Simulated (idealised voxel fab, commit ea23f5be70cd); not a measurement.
Proc. module: voxel wiring stack
The cross-section shown here is cut; it is 190 nm wide and divided into square cells measuring 5 nm on a side.
Cross-section spec: square-cell grid; bands listed top down; each band is one or more rows.
For a band, the entry starts with two heights in nm, that of the top and then that of the bottom, and carries on with the band's materials in order from left to right, each alongside its width in nm; the word "all across" beside a single material means it fills the band edge to edge, and "empty" means empty space.
Ref level 0: as-received wafer is one material below here. Bottom band extends down with no lower bound ("0 nm and below").
So if you see something like "30 to 40" for the width, read it as the top row of the band sitting at the first number and the bottom row at the second, with every row in between moving by the same amount as the last.
Where a step carries "remains unaltered", the cross-section came out of it unchanged, cell for cell.
The list in "Trapped cavities" covers empty spaces of 8 cells or more that cannot reach the top through any open way, and it gives each as width x height at distance; the distance is from the left edge, and width, height and distance are in nm.
Note: text after step settings on the step line = simulator remark on that step.
The optional step-line setting "overlay nm" applies to steps with a mask and quantifies how far to the right of its planned location the mask lay, a negative value indicating leftward placement.

## So here's the lineup of process steps we planned
1: RECEIVE [material Si]
2: CONFORMAL_DEP [material SiO2] [thk nm 10]
3: CONFORMAL_DEP [material SiN] [thk nm 5]
4: DIRECTIONAL_DEP [material lowk] [thk nm 15]
5: DIRECTIONAL_DEP [material aC] [thk nm 10]
6: PATTERN [tone open] [mask id METAL_1] [material resist] [width nm 25] [pitch nm 50] [thk nm 30] [overlay nm 0]
7: DIRECTIONAL_ETCH [etch materials aC] [depth nm 10]
8: STRIP [etch materials resist]
9: DIRECTIONAL_ETCH [etch materials lowk] [depth nm 15]
10: DIRECTIONAL_ETCH [etch materials SiN] [depth nm 5]
11: STRIP [etch materials aC]
12: CONFORMAL_DEP [material TiN] [thk nm 5]
13: FILL_DEP [material Cu] [thk nm 5]
14: CMP [height nm 30]
15: EPI [material Ru] [thk nm 5]
16: FILL_DEP [material SiCN] [thk nm 5]
17: DIRECTIONAL_DEP [material SiO2] [thk nm 25]
18: DIRECTIONAL_DEP [material aC] [thk nm 15]
19: PATTERN [tone open] [mask id METAL_2] [material resist] [width nm 25] [pitch nm 50] [thk nm 30] [overlay nm 0]
20: DIRECTIONAL_ETCH [etch materials aC] [depth nm 15]
21: STRIP [etch materials resist]
22: DIRECTIONAL_ETCH [etch materials SiO2] [depth nm 15]
23: STRIP [etch materials aC]
24: MASKED_ETCH [tone open] [mask id METAL_2_HOLES] [width nm 15] [etch materials SiO2] [depth nm 10] [overlay nm 0]
25: MASKED_ETCH [tone open] [mask id METAL_2_HOLES] [width nm 15] [etch materials SiCN] [depth nm 5] [overlay nm 0]
26: CONFORMAL_DEP [material TiN] [thk nm 5]
27: FILL_DEP [material Cu] [thk nm 5]
28: CMP [height nm 65]
29: CONFORMAL_DEP [material SiCN] [thk nm 5]

## So this is the incoming wafer in cross-section - it's already been through step 1
  0 nm and below: Si all across
  Trapped cavities: none

## First of two wafers: cross-section at end of module, run per plan
  70 nm to 65 nm: SiCN all across
  65 nm to 55 nm: 55 SiO2; 5 TiN; 15 Cu; 5 TiN; 25 SiO2; 5 TiN; 15 Cu; 5 TiN; 60 SiO2
  55 nm to 50 nm: 55 SiO2; 5 TiN; 5 Cu; 15 TiN; 25 SiO2; 25 TiN; 60 SiO2
  50 nm to 40 nm: 55 SiO2; 5 TiN; 5 Cu; 5 TiN; 120 SiO2
  40 nm to 35 nm: 55 SiCN; 15 TiN; 120 SiCN
  35 nm to 30 nm: 50 SiCN; 35 Ru; 15 SiCN; 35 Ru; 55 SiCN
  30 nm to 15 nm: 55 lowk; 5 TiN; 15 Cu; 5 TiN; 25 lowk; 5 TiN; 15 Cu; 5 TiN; 60 lowk
  15 nm to 10 nm: 55 SiN; 25 TiN; 25 SiN; 25 TiN; 60 SiN
  10 nm to 0 nm: SiO2 all across
  0 nm and below: Si all across
  Trapped cavities: none

## Wafer two cross-section, module end. Start and plan unchanged from wafer one; one mistake made during the run
  70 nm to 65 nm: SiCN all across
  65 nm to 55 nm: 65 to 50 Cu; 5 to 20 TiN; 10 SiO2; 5 TiN; 15 Cu; 5 TiN; 25 SiO2; 5 TiN; 55 Cu
  55 nm to 50 nm: 55 TiN; 25 SiO2; 25 TiN; 25 SiO2; 60 TiN
  50 nm to 40 nm: SiO2 all across
  40 nm to 35 nm: SiCN all across
  35 nm to 30 nm: 50 SiCN; 35 Ru; 15 SiCN; 35 Ru; 55 SiCN
  30 nm to 15 nm: 55 lowk; 5 TiN; 15 Cu; 5 TiN; 25 lowk; 5 TiN; 15 Cu; 5 TiN; 60 lowk
  15 nm to 10 nm: 55 SiN; 25 TiN; 25 SiN; 25 TiN; 60 SiN
  10 nm to 0 nm: SiO2 all across
  0 nm and below: Si all across
  Trapped cavities: none
Finding, execution versus plan: step 19 ran with different settings than intended, the actual operation and settings being PATTERN [tone cover] [mask id METAL_2] [material resist] [width nm 25] [pitch nm 50] [thk nm 30] [overlay nm 0]
In the final state, the cell counts of the second wafer exceed or fall short of those of the first for the following materials: Cu +36; SiCN +3; SiO2 -54; TiN +15
